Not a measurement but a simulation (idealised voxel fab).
process module | voxel capacitor over wiring
cross-section cut | 220 nm wide | cells 5 nm
A cross-section is a grid of square cells, given in bands from the top down. A band is one or more rows of cells.
Each band's line starts with the height of the band's top and of its bottom, in nm. Then come its materials from left to right, each with its width in nm. One material with "throughout" fills the band from edge to edge. "air" is empty space.
Height 0 is the level under which the wafer as received is all one material. The lowest band goes on downwards, as in "0 down".
A width such as "30 to 40" changes by the same amount from each row of cells to the next, from the band's top row to its bottom row.
"no change" after a step means that no cell of the cross-section changed.
closed voids: empty space of 8 cells or more with no open way to the top, each as width x height at its distance from the left edge, in nm
after a step's settings: what the simulator itself notes on the step
overlay nm, on a step with a mask: how far to the right of its planned place the mask lay; to the left if negative
plan
1 op RECEIVE | material Si
2 op CONFORMAL_DEP | material SiO2 | thk nm 10
3 op CONFORMAL_DEP | material SiN | thk nm 5
4 op DIRECTIONAL_DEP | material SiO2 | thk nm 15
5 op PATTERN | tone open | mask id METAL_1 | material resist | width nm 20 | pitch nm 90 | thk nm 20 | overlay nm 0
6 op DIRECTIONAL_ETCH | etch materials SiO2 | depth nm 15
7 op DIRECTIONAL_ETCH | etch materials SiN | depth nm 5
8 op STRIP | etch materials resist
9 op CONFORMAL_DEP | material TiN | thk nm 5
10 op FILL_DEP | material Ru | thk nm 5
11 op CMP | height nm 30
12 op EPI | material Ru | thk nm 5
13 op FILL_DEP | material SiCN | thk nm 5
14 op DIRECTIONAL_DEP | material lowk | thk nm 20
15 op MASKED_ETCH | tone open | mask id PLUG_1 | width nm 15 | etch materials lowk | depth nm 20 | overlay nm 0
16 op MASKED_ETCH | tone open | mask id PLUG_1 | width nm 15 | etch materials SiCN | depth nm 5 | overlay nm -15
17 op CONFORMAL_DEP | material TiN | thk nm 5
18 op FILL_DEP | material Cu | thk nm 10
19 op CMP | height nm 60
20 op DIRECTIONAL_DEP | material TiN | thk nm 10
21 op DIRECTIONAL_DEP | material SiN | thk nm 5
22 op DIRECTIONAL_DEP | material TiN | thk nm 5
23 op PATTERN | tone cover | mask id UPPER_PLATE | material resist | width nm 75 | thk nm 15 | overlay nm 0
24 op DIRECTIONAL_ETCH | etch materials TiN | depth nm 5
25 op DIRECTIONAL_ETCH | etch materials SiN | depth nm 5
26 op STRIP | etch materials resist
27 op DIRECTIONAL_DEP | material aC | thk nm 10
28 op PATTERN | tone cover | mask id LOWER_PLATE | material resist | width nm 85 | thk nm 25 | overlay nm 0
29 op DIRECTIONAL_ETCH | etch materials aC | depth nm 10
30 op STRIP | etch materials resist
31 op DIRECTIONAL_ETCH | etch materials TiN | depth nm 10
32 op STRIP | etch materials aC
33 op FILL_DEP | material SiO2 | thk nm 20
34 op CMP | height nm 95
35 op PATTERN | tone open | mask id PLUG_2 | material resist | width nm 15 | thk nm 15 | overlay nm 0
36 op DIRECTIONAL_ETCH | etch materials SiO2 | depth nm 15
37 op STRIP | etch materials resist
38 op CONFORMAL_DEP | material TiN | thk nm 5
39 op FILL_DEP | material Cu | thk nm 10
40 op CMP | height nm 95
41 op CONFORMAL_DEP | material SiN | thk nm 5
varied across the wafers: overlay nm of step 16. The plan shows the first wafer's value. All wafers start alike
first wafer as received, after step 1
  0 down: Si throughout
  closed voids: none
each wafer at the end: cells of each material gained (+) or lost (-) since it was received, then its closed voids
overlay nm -15 | +5 Cu | +24 Ru | +76 SiCN | +95 SiN | +431 SiO2 | +85 TiN | +164 lowk | closed voids: none
overlay nm -10 | +5 Cu | +24 Ru | +75 SiCN | +95 SiN | +431 SiO2 | +86 TiN | +164 lowk | closed voids: none
overlay nm -5 | +5 Cu | +24 Ru | +74 SiCN | +95 SiN | +431 SiO2 | +87 TiN | +164 lowk | closed voids: none
overlay nm 0 | +6 Cu | +24 Ru | +73 SiCN | +95 SiN | +431 SiO2 | +87 TiN | +164 lowk | closed voids: none
overlay nm 5 | +5 Cu | +24 Ru | +74 SiCN | +95 SiN | +431 SiO2 | +87 TiN | +164 lowk | closed voids: none
overlay nm 10 | +5 Cu | +24 Ru | +75 SiCN | +95 SiN | +431 SiO2 | +86 TiN | +164 lowk | closed voids: none
overlay nm 15 | +5 Cu | +24 Ru | +76 SiCN | +95 SiN | +431 SiO2 | +85 TiN | +164 lowk | closed voids: none
